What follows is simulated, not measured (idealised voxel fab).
process module | voxel wiring stack
It is cross-section cut that appears here, measuring 240 nm in width, its square cells being 5 nm in size.
We lay out every cross-section as a grid of square cells and spell it out in bands from the top down, where one band means one or more rows of cells.
Within each band entry, the heights of the top and of the bottom of the band appear first, in that order and in nm; the materials of the band then follow from left to right, each with its corresponding width in nm. The designation "full width" on a single material indicates that it fills the band from edge to edge; the designation "air" indicates empty space.
Heights are reckoned from 0. Under this level, the received wafer is all of one material. The bottommost band is open-ended downward, for example "0 down".
Note: "30..40" means the width goes from the first number (top row of the band) to the second number (bottom row) in equal steps per row of cells.
When a step is marked "same as before", none of the cells in the cross-section changed during that step.
The entry "Closed internal cavities" lists the empty spaces that cover at least 8 cells and have no open path to the top. Each is written as width x height at distance, where the distance is measured from the left edge and all three values are in nm.
Where a step's line continues beyond its settings, the continuation is a remark by the simulator itself on that step.
The optional step-line setting "overlay nm" applies to steps with a mask and quantifies how far to the right of its planned location the mask lay, a negative value indicating leftward placement.

The process steps that were planned are listed below
step 1: op RECEIVE | material Si
step 2: op CONFORMAL_DEP | material SiO2 | thk nm 15
step 3: op CONFORMAL_DEP | material SiCN | thk nm 5
step 4: op DIRECTIONAL_DEP | material lowk | thk nm 20
step 5: op PATTERN | tone open | mask id METAL_1 | material resist | width nm 20 | pitch nm 45 | thk nm 15 | overlay nm 0
step 6: op DIRECTIONAL_ETCH | etch materials lowk | depth nm 20
step 7: op DIRECTIONAL_ETCH | etch materials SiCN | depth nm 5
step 8: op STRIP | etch materials resist
step 9: op CONFORMAL_DEP | material TiN | thk nm 5
step 10: op FILL_DEP | material Cu | thk nm 10
step 11: op CMP | height nm 40
step 12: op EPI | material Ru | thk nm 5
step 13: op FILL_DEP | material SiCN | thk nm 5
step 14: op DIRECTIONAL_DEP | material SiO2 | thk nm 25
step 15: op MASKED_ETCH | tone open | mask id METAL_2 | width nm 20 | pitch nm 45 | etch materials SiO2 | depth nm 15 | overlay nm 0
step 16: op PATTERN | tone open | mask id METAL_2_HOLES | material resist | width nm 15 | pitch nm 45 | thk nm 20 | overlay nm 0
step 17: op DIRECTIONAL_ETCH | etch materials SiO2 | depth nm 10
step 18: op DIRECTIONAL_ETCH | etch materials SiCN | depth nm 5
step 19: op STRIP | etch materials resist
step 20: op CONFORMAL_DEP | material TiN | thk nm 5
step 21: op FILL_DEP | material Cu | thk nm 10
step 22: op CMP | height nm 75
step 23: op CONFORMAL_DEP | material SiCN | thk nm 5
step 24: op DIRECTIONAL_DEP | material SiO2 | thk nm 30
step 25: op PATTERN | tone open | mask id METAL_3 | material resist | width nm 20 | pitch nm 45 | thk nm 20 | overlay nm 0
step 26: op DIRECTIONAL_ETCH | etch materials SiO2 | depth nm 20
step 27: op STRIP | etch materials resist
step 28: op MASKED_ETCH | tone open | mask id METAL_3_HOLES | width nm 15 | pitch nm 45 | etch materials SiO2 | depth nm 10 | overlay nm 0
step 29: op MASKED_ETCH | tone open | mask id METAL_3_HOLES | width nm 15 | pitch nm 45 | etch materials SiCN | depth nm 5 | overlay nm 0
step 30: op CONFORMAL_DEP | material TiN | thk nm 5
step 31: op FILL_DEP | material Cu | thk nm 10
step 32: op CMP | height nm 110
step 33: op CONFORMAL_DEP | material SiCN | thk nm 5

First wafer out of two, processed as planned

Cross-section, incoming material, after step 1
- 0 down  Si full width
- Closed internal cavities: none

Take a look at the wafer's cross-section after step 2
- 15 to 0  SiO2 full width
- Nothing below the height 0 has changed.

Take a look at the wafer's cross-section after step 3
- 20 to 15  SiCN full width
- Nothing below the height 15 has changed.

Take a look at the wafer's cross-section after step 4
- 40 to 20  lowk full width
- Nothing below the height 20 has changed.

Take a look at the wafer's cross-section after step 5
- 55 to 40  resist (65), then air (20), then resist (25), then air (20), then resist (25), then air (20), then resist (65)
- Nothing below the height 40 has changed.

Take a look at the wafer's cross-section after step 6
- 55 to 40  resist (65), then air (20), then resist (25), then air (20), then resist (25), then air (20), then resist (65)
- 40 to 20  lowk (65), then air (20), then lowk (25), then air (20), then lowk (25), then air (20), then lowk (65)
- Nothing below the height 20 has changed.

Take a look at the wafer's cross-section after step 7
- 55 to 40  resist (65), then air (20), then resist (25), then air (20), then resist (25), then air (20), then resist (65)
- 40 to 20  lowk (65), then air (20), then lowk (25), then air (20), then lowk (25), then air (20), then lowk (65)
- 20 to 15  SiCN (65), then air (20), then SiCN (25), then air (20), then SiCN (25), then air (20), then SiCN (65)
- Nothing below the height 15 has changed.

Take a look at the wafer's cross-section after step 8
- 40 to 20  lowk (65), then air (20), then lowk (25), then air (20), then lowk (25), then air (20), then lowk (65)
- Nothing below the height 20 has changed.

Take a look at the wafer's cross-section after step 9
- 45 to 40  TiN (70), then air (10), then TiN (35), then air (10), then TiN (35), then air (10), then TiN (70)
- 40 to 20  lowk (65), then TiN (5), then air (10), then TiN (5), then lowk (25), then TiN (5), then air (10), then TiN (5), then lowk (25), then TiN (5), then air (10), then TiN (5), then lowk (65)
- 20 to 15  SiCN (65), then TiN (20), then SiCN (25), then TiN (20), then SiCN (25), then TiN (20), then SiCN (65)
- Nothing below the height 15 has changed.

Take a look at the wafer's cross-section after step 10
- 55 to 45  Cu full width
- 45 to 40  TiN (70), then Cu (10), then TiN (35), then Cu (10), then TiN (35), then Cu (10), then TiN (70)
- 40 to 20  lowk (65), then TiN (5), then Cu (10), then TiN (5), then lowk (25), then TiN (5), then Cu (10), then TiN (5), then lowk (25), then TiN (5), then Cu (10), then TiN (5), then lowk (65)
- Nothing below the height 20 has changed.

Take a look at the wafer's cross-section after step 11
- 40 to 20  lowk (65), then TiN (5), then Cu (10), then TiN (5), then lowk (25), then TiN (5), then Cu (10), then TiN (5), then lowk (25), then TiN (5), then Cu (10), then TiN (5), then lowk (65)
- Nothing below the height 20 has changed.

Take a look at the wafer's cross-section after step 12
- 45 to 40  air (60), then Ru (30), then air (15), then Ru (30), then air (15), then Ru (30), then air (60)
- Nothing below the height 40 has changed.

Take a look at the wafer's cross-section after step 13
- 50 to 45  SiCN full width
- 45 to 40  SiCN (60), then Ru (30), then SiCN (15), then Ru (30), then SiCN (15), then Ru (30), then SiCN (60)
- Nothing below the height 40 has changed.

Take a look at the wafer's cross-section after step 14
- 75 to 50  SiO2 full width
- Nothing below the height 50 has changed.

Take a look at the wafer's cross-section after step 15
- 75 to 60  SiO2 (65), then air (20), then SiO2 (25), then air (20), then SiO2 (25), then air (20), then SiO2 (65)
- Nothing below the height 60 has changed.

Take a look at the wafer's cross-section after step 16
- 95 to 75  resist (65), then air (15), then resist (30), then air (15), then resist (30), then air (15), then resist (70)
- 75 to 60  SiO2 (65), then air (15), then resist (5), then SiO2 (25), then air (15), then resist (5), then SiO2 (25), then air (15), then resist (5), then SiO2 (65)
- Nothing below the height 60 has changed.

Take a look at the wafer's cross-section after step 17
- 95 to 75  resist (65), then air (15), then resist (30), then air (15), then resist (30), then air (15), then resist (70)
- 75 to 60  SiO2 (65), then air (15), then resist (5), then SiO2 (25), then air (15), then resist (5), then SiO2 (25), then air (15), then resist (5), then SiO2 (65)
- 60 to 50  SiO2 (65), then air (15), then SiO2 (30), then air (15), then SiO2 (30), then air (15), then SiO2 (70)
- Nothing below the height 50 has changed.

Take a look at the wafer's cross-section after step 18
- 95 to 75  resist (65), then air (15), then resist (30), then air (15), then resist (30), then air (15), then resist (70)
- 75 to 60  SiO2 (65), then air (15), then resist (5), then SiO2 (25), then air (15), then resist (5), then SiO2 (25), then air (15), then resist (5), then SiO2 (65)
- 60 to 50  SiO2 (65), then air (15), then SiO2 (30), then air (15), then SiO2 (30), then air (15), then SiO2 (70)
- 50 to 45  SiCN (65), then air (15), then SiCN (30), then air (15), then SiCN (30), then air (15), then SiCN (70)
- Nothing below the height 45 has changed.

Take a look at the wafer's cross-section after step 19
- 75 to 60  SiO2 (65), then air (20), then SiO2 (25), then air (20), then SiO2 (25), then air (20), then SiO2 (65)
- Nothing below the height 60 has changed.

Take a look at the wafer's cross-section after step 20
- 80 to 75  TiN (70), then air (10), then TiN (35), then air (10), then TiN (35), then air (10), then TiN (70)
- 75 to 65  SiO2 (65), then TiN (5), then air (10), then TiN (5), then SiO2 (25), then TiN (5), then air (10), then TiN (5), then SiO2 (25), then TiN (5), then air (10), then TiN (5), then SiO2 (65)
- 65 to 60  SiO2 (65), then TiN (5), then air (5), then TiN (10), then SiO2 (25), then TiN (5), then air (5), then TiN (10), then SiO2 (25), then TiN (5), then air (5), then TiN (10), then SiO2 (65)
- 60 to 50  SiO2 (65), then TiN (5), then air (5), then TiN (5), then SiO2 (30), then TiN (5), then air (5), then TiN (5), then SiO2 (30), then TiN (5), then air (5), then TiN (5), then SiO2 (70)
- 50 to 45  SiCN (65), then TiN (15), then SiCN (30), then TiN (15), then SiCN (30), then TiN (15), then SiCN (70)
- Nothing below the height 45 has changed.

Take a look at the wafer's cross-section after step 21
- 90 to 80  Cu full width
- 80 to 75  TiN (70), then Cu (10), then TiN (35), then Cu (10), then TiN (35), then Cu (10), then TiN (70)
- 75 to 65  SiO2 (65), then TiN (5), then Cu (10), then TiN (5), then SiO2 (25), then TiN (5), then Cu (10), then TiN (5), then SiO2 (25), then TiN (5), then Cu (10), then TiN (5), then SiO2 (65)
- 65 to 60  SiO2 (65), then TiN (5), then Cu (5), then TiN (10), then SiO2 (25), then TiN (5), then Cu (5), then TiN (10), then SiO2 (25), then TiN (5), then Cu (5), then TiN (10), then SiO2 (65)
- 60 to 50  SiO2 (65), then TiN (5), then Cu (5), then TiN (5), then SiO2 (30), then TiN (5), then Cu (5), then TiN (5), then SiO2 (30), then TiN (5), then Cu (5), then TiN (5), then SiO2 (70)
- Nothing below the height 50 has changed.

Take a look at the wafer's cross-section after step 22
- 75 to 65  SiO2 (65), then TiN (5), then Cu (10), then TiN (5), then SiO2 (25), then TiN (5), then Cu (10), then TiN (5), then SiO2 (25), then TiN (5), then Cu (10), then TiN (5), then SiO2 (65)
- Nothing below the height 65 has changed.

Take a look at the wafer's cross-section after step 23
- 80 to 75  SiCN full width
- Nothing below the height 75 has changed.

Take a look at the wafer's cross-section after step 24
- 110 to 80  SiO2 full width
- Nothing below the height 80 has changed.

Take a look at the wafer's cross-section after step 25
- 130 to 110  resist (65), then air (20), then resist (25), then air (20), then resist (25), then air (20), then resist (65)
- Nothing below the height 110 has changed.

Take a look at the wafer's cross-section after step 26
- 130 to 110  resist (65), then air (20), then resist (25), then air (20), then resist (25), then air (20), then resist (65)
- 110 to 90  SiO2 (65), then air (20), then SiO2 (25), then air (20), then SiO2 (25), then air (20), then SiO2 (65)
- Nothing below the height 90 has changed.

Take a look at the wafer's cross-section after step 27
- 110 to 90  SiO2 (65), then air (20), then SiO2 (25), then air (20), then SiO2 (25), then air (20), then SiO2 (65)
- Nothing below the height 90 has changed.

Take a look at the wafer's cross-section after step 28
- 110 to 90  SiO2 (65), then air (20), then SiO2 (25), then air (20), then SiO2 (25), then air (20), then SiO2 (65)
- 90 to 80  SiO2 (65), then air (15), then SiO2 (30), then air (15), then SiO2 (30), then air (15), then SiO2 (70)
- Nothing below the height 80 has changed.

Take a look at the wafer's cross-section after step 29
- 110 to 90  SiO2 (65), then air (20), then SiO2 (25), then air (20), then SiO2 (25), then air (20), then SiO2 (65)
- 90 to 80  SiO2 (65), then air (15), then SiO2 (30), then air (15), then SiO2 (30), then air (15), then SiO2 (70)
- 80 to 75  SiCN (65), then air (15), then SiCN (30), then air (15), then SiCN (30), then air (15), then SiCN (70)
- Nothing below the height 75 has changed.

Take a look at the wafer's cross-section after step 30
- 115 to 110  TiN (70), then air (10), then TiN (35), then air (10), then TiN (35), then air (10), then TiN (70)
- 110 to 95  SiO2 (65), then TiN (5), then air (10), then TiN (5), then SiO2 (25), then TiN (5), then air (10), then TiN (5), then SiO2 (25), then TiN (5), then air (10), then TiN (5), then SiO2 (65)
- 95 to 90  SiO2 (65), then TiN (5), then air (5), then TiN (10), then SiO2 (25), then TiN (5), then air (5), then TiN (10), then SiO2 (25), then TiN (5), then air (5), then TiN (10), then SiO2 (65)
- 90 to 80  SiO2 (65), then TiN (5), then air (5), then TiN (5), then SiO2 (30), then TiN (5), then air (5), then TiN (5), then SiO2 (30), then TiN (5), then air (5), then TiN (5), then SiO2 (70)
- 80 to 75  SiCN (65), then TiN (15), then SiCN (30), then TiN (15), then SiCN (30), then TiN (15), then SiCN (70)
- Nothing below the height 75 has changed.

Take a look at the wafer's cross-section after step 31
- 125 to 115  Cu full width
- 115 to 110  TiN (70), then Cu (10), then TiN (35), then Cu (10), then TiN (35), then Cu (10), then TiN (70)
- 110 to 95  SiO2 (65), then TiN (5), then Cu (10), then TiN (5), then SiO2 (25), then TiN (5), then Cu (10), then TiN (5), then SiO2 (25), then TiN (5), then Cu (10), then TiN (5), then SiO2 (65)
- 95 to 90  SiO2 (65), then TiN (5), then Cu (5), then TiN (10), then SiO2 (25), then TiN (5), then Cu (5), then TiN (10), then SiO2 (25), then TiN (5), then Cu (5), then TiN (10), then SiO2 (65)
- 90 to 80  SiO2 (65), then TiN (5), then Cu (5), then TiN (5), then SiO2 (30), then TiN (5), then Cu (5), then TiN (5), then SiO2 (30), then TiN (5), then Cu (5), then TiN (5), then SiO2 (70)
- Nothing below the height 80 has changed.

Take a look at the wafer's cross-section after step 32
- 110 to 95  SiO2 (65), then TiN (5), then Cu (10), then TiN (5), then SiO2 (25), then TiN (5), then Cu (10), then TiN (5), then SiO2 (25), then TiN (5), then Cu (10), then TiN (5), then SiO2 (65)
- Nothing below the height 95 has changed.

Take a look at the wafer's cross-section after step 33
- 115 to 110  SiCN full width
- Nothing below the height 110 has changed.

Second wafer - shared start and plan with the first - one error in running - same as the first up to step 28 inclusive

Second wafer cross-section, taken as of the time the plan sets for step 29 to be done
- 110 to 90  SiO2 (65), then air (20), then SiO2 (25), then air (20), then SiO2 (25), then air (20), then SiO2 (65)
- 90 to 80  SiO2 (65), then air (15), then SiO2 (30), then air (15), then SiO2 (30), then air (15), then SiO2 (70)
- 80 to 75  SiCN (70), then air (10), then SiCN (35), then air (10), then SiCN (35), then air (10), then SiCN (70)
- Nothing below the height 75 has changed.

Second wafer cross-section, taken as of the time the plan sets for step 30 to be done
- 115 to 110  TiN (70), then air (10), then TiN (35), then air (10), then TiN (35), then air (10), then TiN (70)
- 110 to 95  SiO2 (65), then TiN (5), then air (10), then TiN (5), then SiO2 (25), then TiN (5), then air (10), then TiN (5), then SiO2 (25), then TiN (5), then air (10), then TiN (5), then SiO2 (65)
- 95 to 85  SiO2 (65), then TiN (5), then air (5), then TiN (10..5), then SiO2 (25..30), then TiN (5), then air (5), then TiN (10..5), then SiO2 (25..30), then TiN (5), then air (5), then TiN (10..5), then SiO2 (65..70)
- 85 to 80  SiO2 (65), then TiN (15), then SiO2 (30), then TiN (15), then SiO2 (30), then TiN (15), then SiO2 (70)
- 80 to 75  SiCN (70), then TiN (10), then SiCN (35), then TiN (10), then SiCN (35), then TiN (10), then SiCN (70)
- Nothing below the height 75 has changed.

Second wafer cross-section, taken as of the time the plan sets for step 31 to be done
- 125 to 115  Cu full width
- 115 to 110  TiN (70), then Cu (10), then TiN (35), then Cu (10), then TiN (35), then Cu (10), then TiN (70)
- 110 to 95  SiO2 (65), then TiN (5), then Cu (10), then TiN (5), then SiO2 (25), then TiN (5), then Cu (10), then TiN (5), then SiO2 (25), then TiN (5), then Cu (10), then TiN (5), then SiO2 (65)
- 95 to 85  SiO2 (65), then TiN (5), then Cu (5), then TiN (10..5), then SiO2 (25..30), then TiN (5), then Cu (5), then TiN (10..5), then SiO2 (25..30), then TiN (5), then Cu (5), then TiN (10..5), then SiO2 (65..70)
- Nothing below the height 85 has changed.

Second wafer cross-section, taken as of the time the plan sets for step 32 to be done
- 110 to 95  SiO2 (65), then TiN (5), then Cu (10), then TiN (5), then SiO2 (25), then TiN (5), then Cu (10), then TiN (5), then SiO2 (25), then TiN (5), then Cu (10), then TiN (5), then SiO2 (65)
- Nothing below the height 95 has changed.

Second wafer cross-section, taken as of the time the plan sets for step 33 to be done
- 115 to 110  SiCN full width
- Nothing below the height 110 has changed.
Where did the run depart from the plan? step 29 did not use the planned setting and instead ran as op MASKED_ETCH | tone open | mask id METAL_3_HOLES | width nm 15 | pitch nm 45 | etch materials SiCN | depth nm 5 | overlay nm 5
Wrapping up, a cell-based count of both wafers puts the second over or under the first for these materials: 3 fewer of Cu | 3 more of SiCN
